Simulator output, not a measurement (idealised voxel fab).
The following is a process module called voxel self aligned vias.
We display cut, a cross-section 185 nm in width whose square cells are each 5 nm.
This document writes a cross-section as a grid whose cells are square, and gives it as bands, listed from the top down; one or more rows of cells form a band.
Band: top height; bottom height; in nm. Then, left to right: material with width in nm, for each material. "full width": a single material spanning edge to edge. "air": empty space.
Heights are expressed relative to 0, this being the level below which the as-received wafer comprises one material exclusively. The lowest band is unbounded in the downward direction and is denoted as in "0..down".
Width "30 to 40": first value at the band's top row of cells, second value at its bottom row, equal change from row to row.
It should be understood that the words "all unchanged", when stated for a given step, signify that the cross-section underwent no change in any of its cells during that step.
Each empty space that has no open way to the top and spans at least 8 cells appears under "Cavities, closed" as width x height at distance, the distance counted from the left edge, all in nm.
On each step's line, the part that comes after the settings is the simulator's own comment on the step.
Steps that use a mask can have "overlay nm" on their line. It says how far the mask sat to the right of where it was meant to be. Negative means to the left.

# Listed below are the process steps as planned
1. RECEIVE, material Si
2. CONFORMAL_DEP, material SiO2, thk nm 10
3. CONFORMAL_DEP, material SiCN, thk nm 5
4. DIRECTIONAL_DEP, material SiO2, thk nm 25
5. PATTERN, tone open, mask id LINES, material resist, width nm 25, pitch nm 55, thk nm 20, overlay nm 0
6. DIRECTIONAL_ETCH, etch materials SiO2, depth nm 25
7. STRIP, etch materials resist
8. CONFORMAL_DEP, material TiN, thk nm 5
9. FILL_DEP, material Ru, thk nm 5
10. CMP, height nm 40
11. SELECTIVE_ETCH, etch materials W Ru TiN, depth nm 5
12. FILL_DEP, material SiN, thk nm 5
13. CMP, height nm 40
14. DIRECTIONAL_DEP, material SiO2, thk nm 15
15. DIRECTIONAL_DEP, material aC, thk nm 10
16. PATTERN, tone open, mask id VIAS, material resist, width nm 35, thk nm 30, overlay nm 0
17. DIRECTIONAL_ETCH, etch materials aC, depth nm 10
18. STRIP, etch materials resist
19. DIRECTIONAL_ETCH, etch materials SiO2, depth nm 15
20. DIRECTIONAL_ETCH, etch materials SiN, depth nm 5
21. STRIP, etch materials aC
22. CONFORMAL_DEP, material TiN, thk nm 5
23. FILL_DEP, material Cu, thk nm 5
24. CMP, height nm 55
25. CONFORMAL_DEP, material SiN, thk nm 5

# First of two wafers, with the run carried out as planned

# Wafer cross-section on receipt, i.e. after step 1
	0..down = Si full width
	Cavities, closed: none

# Cross-sectional representation of the wafer at the conclusion of step 2
	10..0 = SiO2 full width
	Note: structure below 0 unchanged.

# Cross-sectional representation of the wafer at the conclusion of step 3
	15..10 = SiCN full width
	Note: structure below 10 unchanged.

# Cross-sectional representation of the wafer at the conclusion of step 4
	40..15 = SiO2 full width
	Note: structure below 15 unchanged.

# Cross-sectional representation of the wafer at the conclusion of step 5
	60..40 = 50 of resist; 25 of air; 30 of resist; 25 of air; 55 of resist
	Note: structure below 40 unchanged.

# Cross-sectional representation of the wafer at the conclusion of step 6
	60..40 = 50 of resist; 25 of air; 30 of resist; 25 of air; 55 of resist
	40..15 = 50 of SiO2; 25 of air; 30 of SiO2; 25 of air; 55 of SiO2
	Note: structure below 15 unchanged.

# Cross-sectional representation of the wafer at the conclusion of step 7
	40..15 = 50 of SiO2; 25 of air; 30 of SiO2; 25 of air; 55 of SiO2
	Note: structure below 15 unchanged.

# Cross-sectional representation of the wafer at the conclusion of step 8
	45..40 = 55 of TiN; 15 of air; 40 of TiN; 15 of air; 60 of TiN
	40..20 = 50 of SiO2; 5 of TiN; 15 of air; 5 of TiN; 30 of SiO2; 5 of TiN; 15 of air; 5 of TiN; 55 of SiO2
	20..15 = 50 of SiO2; 25 of TiN; 30 of SiO2; 25 of TiN; 55 of SiO2
	Note: structure below 15 unchanged.

# Cross-sectional representation of the wafer at the conclusion of step 9
	50..45 = Ru full width
	45..40 = 55 of TiN; 15 of Ru; 40 of TiN; 15 of Ru; 60 of TiN
	40..20 = 50 of SiO2; 5 of TiN; 15 of Ru; 5 of TiN; 30 of SiO2; 5 of TiN; 15 of Ru; 5 of TiN; 55 of SiO2
	Note: structure below 20 unchanged.

# Cross-sectional representation of the wafer at the conclusion of step 10
	40..20 = 50 of SiO2; 5 of TiN; 15 of Ru; 5 of TiN; 30 of SiO2; 5 of TiN; 15 of Ru; 5 of TiN; 55 of SiO2
	Note: structure below 20 unchanged.

# Cross-sectional representation of the wafer at the conclusion of step 11
	40..35 = 50 of SiO2; 25 of air; 30 of SiO2; 25 of air; 55 of SiO2
	Note: structure below 35 unchanged.

# Cross-sectional representation of the wafer at the conclusion of step 12
	45..40 = SiN full width
	40..35 = 50 of SiO2; 25 of SiN; 30 of SiO2; 25 of SiN; 55 of SiO2
	Note: structure below 35 unchanged.

# Cross-sectional representation of the wafer at the conclusion of step 13
	40..35 = 50 of SiO2; 25 of SiN; 30 of SiO2; 25 of SiN; 55 of SiO2
	Note: structure below 35 unchanged.

# Cross-sectional representation of the wafer at the conclusion of step 14
	55..40 = SiO2 full width
	Note: structure below 40 unchanged.

# Cross-sectional representation of the wafer at the conclusion of step 15
	65..55 = aC full width
	Note: structure below 55 unchanged.

# Cross-sectional representation of the wafer at the conclusion of step 16
	95..65 = 45 of resist; 35 of air; 105 of resist
	Note: structure below 65 unchanged.

# Cross-sectional representation of the wafer at the conclusion of step 17
	85..65 = 45 of resist; 35 of air; 105 of resist
	65..55 = 45 of aC; 35 of air; 105 of aC
	Note: structure below 55 unchanged.

# Cross-sectional representation of the wafer at the conclusion of step 18
	65..55 = 45 of aC; 35 of air; 105 of aC
	Note: structure below 55 unchanged.

# Cross-sectional representation of the wafer at the conclusion of step 19
	65..55 = 45 of aC; 35 of air; 105 of aC
	55..40 = 45 of SiO2; 35 of air; 105 of SiO2
	Note: structure below 40 unchanged.

# Cross-sectional representation of the wafer at the conclusion of step 20
	65..55 = 45 of aC; 35 of air; 105 of aC
	55..40 = 45 of SiO2; 35 of air; 105 of SiO2
	40..35 = 50 of SiO2; 25 of air; 30 of SiO2; 25 of SiN; 55 of SiO2
	Note: structure below 35 unchanged.

# Cross-sectional representation of the wafer at the conclusion of step 21
	55..40 = 45 of SiO2; 35 of air; 105 of SiO2
	Note: structure below 40 unchanged.

# Cross-sectional representation of the wafer at the conclusion of step 22
	60..55 = 50 of TiN; 25 of air; 110 of TiN
	55..45 = 45 of SiO2; 5 of TiN; 25 of air; 5 of TiN; 105 of SiO2
	45..40 = 45 of SiO2; 10 of TiN; 15 of air; 10 of TiN; 105 of SiO2
	40..35 = 50 of SiO2; 25 of TiN; 30 of SiO2; 25 of SiN; 55 of SiO2
	Note: structure below 35 unchanged.

# Cross-sectional representation of the wafer at the conclusion of step 23
	65..60 = Cu full width
	60..55 = 50 of TiN; 25 of Cu; 110 of TiN
	55..45 = 45 of SiO2; 5 of TiN; 25 of Cu; 5 of TiN; 105 of SiO2
	45..40 = 45 of SiO2; 10 of TiN; 15 of Cu; 10 of TiN; 105 of SiO2
	Note: structure below 40 unchanged.

# Cross-sectional representation of the wafer at the conclusion of step 24
	55..45 = 45 of SiO2; 5 of TiN; 25 of Cu; 5 of TiN; 105 of SiO2
	Note: structure below 45 unchanged.

# Cross-sectional representation of the wafer at the conclusion of step 25
	60..55 = SiN full width
	Note: structure below 55 unchanged.

# Second wafer, same starting conditions and recipe as the first, one mistake in executing it, nothing differs from the first up to and including step 4

# Cross-sectional representation of the second wafer at the time designated in the plan for the completion of step 5
	60..40 = 60 of resist; 25 of air; 30 of resist; 25 of air; 45 of resist
	Note: structure below 40 unchanged.

# Cross-sectional representation of the second wafer at the time designated in the plan for the completion of step 6
	60..40 = 60 of resist; 25 of air; 30 of resist; 25 of air; 45 of resist
	40..15 = 60 of SiO2; 25 of air; 30 of SiO2; 25 of air; 45 of SiO2
	Note: structure below 15 unchanged.

# Cross-sectional representation of the second wafer at the time designated in the plan for the completion of step 7
	40..15 = 60 of SiO2; 25 of air; 30 of SiO2; 25 of air; 45 of SiO2
	Note: structure below 15 unchanged.

# Cross-sectional representation of the second wafer at the time designated in the plan for the completion of step 8
	45..40 = 65 of TiN; 15 of air; 40 of TiN; 15 of air; 50 of TiN
	40..20 = 60 of SiO2; 5 of TiN; 15 of air; 5 of TiN; 30 of SiO2; 5 of TiN; 15 of air; 5 of TiN; 45 of SiO2
	20..15 = 60 of SiO2; 25 of TiN; 30 of SiO2; 25 of TiN; 45 of SiO2
	Note: structure below 15 unchanged.

# Cross-sectional representation of the second wafer at the time designated in the plan for the completion of step 9
	50..45 = Ru full width
	45..40 = 65 of TiN; 15 of Ru; 40 of TiN; 15 of Ru; 50 of TiN
	40..20 = 60 of SiO2; 5 of TiN; 15 of Ru; 5 of TiN; 30 of SiO2; 5 of TiN; 15 of Ru; 5 of TiN; 45 of SiO2
	Note: structure below 20 unchanged.

# Cross-sectional representation of the second wafer at the time designated in the plan for the completion of step 10
	40..20 = 60 of SiO2; 5 of TiN; 15 of Ru; 5 of TiN; 30 of SiO2; 5 of TiN; 15 of Ru; 5 of TiN; 45 of SiO2
	Note: structure below 20 unchanged.

# Cross-sectional representation of the second wafer at the time designated in the plan for the completion of step 11
	40..35 = 60 of SiO2; 25 of air; 30 of SiO2; 25 of air; 45 of SiO2
	Note: structure below 35 unchanged.

# Cross-sectional representation of the second wafer at the time designated in the plan for the completion of step 12
	45..40 = SiN full width
	40..35 = 60 of SiO2; 25 of SiN; 30 of SiO2; 25 of SiN; 45 of SiO2
	Note: structure below 35 unchanged.

# Cross-sectional representation of the second wafer at the time designated in the plan for the completion of step 13
	40..35 = 60 of SiO2; 25 of SiN; 30 of SiO2; 25 of SiN; 45 of SiO2
	Note: structure below 35 unchanged.

# Cross-sectional representation of the second wafer at the time designated in the plan for the completion of step 14
	55..40 = SiO2 full width
	Note: structure below 40 unchanged.

# Cross-sectional representation of the second wafer at the time designated in the plan for the completion of step 15
	65..55 = aC full width
	Note: structure below 55 unchanged.

# Cross-sectional representation of the second wafer at the time designated in the plan for the completion of step 16
	95..65 = 45 of resist; 35 of air; 105 of resist
	Note: structure below 65 unchanged.

# Cross-sectional representation of the second wafer at the time designated in the plan for the completion of step 17
	85..65 = 45 of resist; 35 of air; 105 of resist
	65..55 = 45 of aC; 35 of air; 105 of aC
	Note: structure below 55 unchanged.

# Cross-sectional representation of the second wafer at the time designated in the plan for the completion of step 18
	65..55 = 45 of aC; 35 of air; 105 of aC
	Note: structure below 55 unchanged.

# Cross-sectional representation of the second wafer at the time designated in the plan for the completion of step 19
	65..55 = 45 of aC; 35 of air; 105 of aC
	55..40 = 45 of SiO2; 35 of air; 105 of SiO2
	Note: structure below 40 unchanged.

# Cross-sectional representation of the second wafer at the time designated in the plan for the completion of step 20
	65..55 = 45 of aC; 35 of air; 105 of aC
	55..40 = 45 of SiO2; 35 of air; 105 of SiO2
	40..35 = 60 of SiO2; 20 of air; 5 of SiN; 30 of SiO2; 25 of SiN; 45 of SiO2
	Note: structure below 35 unchanged.

# Cross-sectional representation of the second wafer at the time designated in the plan for the completion of step 21
	55..40 = 45 of SiO2; 35 of air; 105 of SiO2
	Note: structure below 40 unchanged.

# Cross-sectional representation of the second wafer at the time designated in the plan for the completion of step 22
	60..55 = 50 of TiN; 25 of air; 110 of TiN
	55..45 = 45 of SiO2; 5 of TiN; 25 of air; 5 of TiN; 105 of SiO2
	45..40 = 45 of SiO2; 20 of TiN; 10 of air; 5 of TiN; 105 of SiO2
	40..35 = 60 of SiO2; 20 of TiN; 5 of SiN; 30 of SiO2; 25 of SiN; 45 of SiO2
	Note: structure below 35 unchanged.

# Cross-sectional representation of the second wafer at the time designated in the plan for the completion of step 23
	65..60 = Cu full width
	60..55 = 50 of TiN; 25 of Cu; 110 of TiN
	55..45 = 45 of SiO2; 5 of TiN; 25 of Cu; 5 of TiN; 105 of SiO2
	45..40 = 45 of SiO2; 20 of TiN; 10 of Cu; 5 of TiN; 105 of SiO2
	Note: structure below 40 unchanged.

# Cross-sectional representation of the second wafer at the time designated in the plan for the completion of step 24
	55..45 = 45 of SiO2; 5 of TiN; 25 of Cu; 5 of TiN; 105 of SiO2
	Note: structure below 45 unchanged.

# Cross-sectional representation of the second wafer at the time designated in the plan for the completion of step 25
	60..55 = SiN full width
	Note: structure below 55 unchanged.
What broke from the plan during processing? planned and actual differ for step 5; actual: PATTERN, tone open, mask id LINES, material resist, width nm 25, pitch nm 55, thk nm 20, overlay nm 10
Heads up, by the end the second wafer has more or fewer cells of some materials compared to the first: 1 fewer of Cu; 1 more of SiN
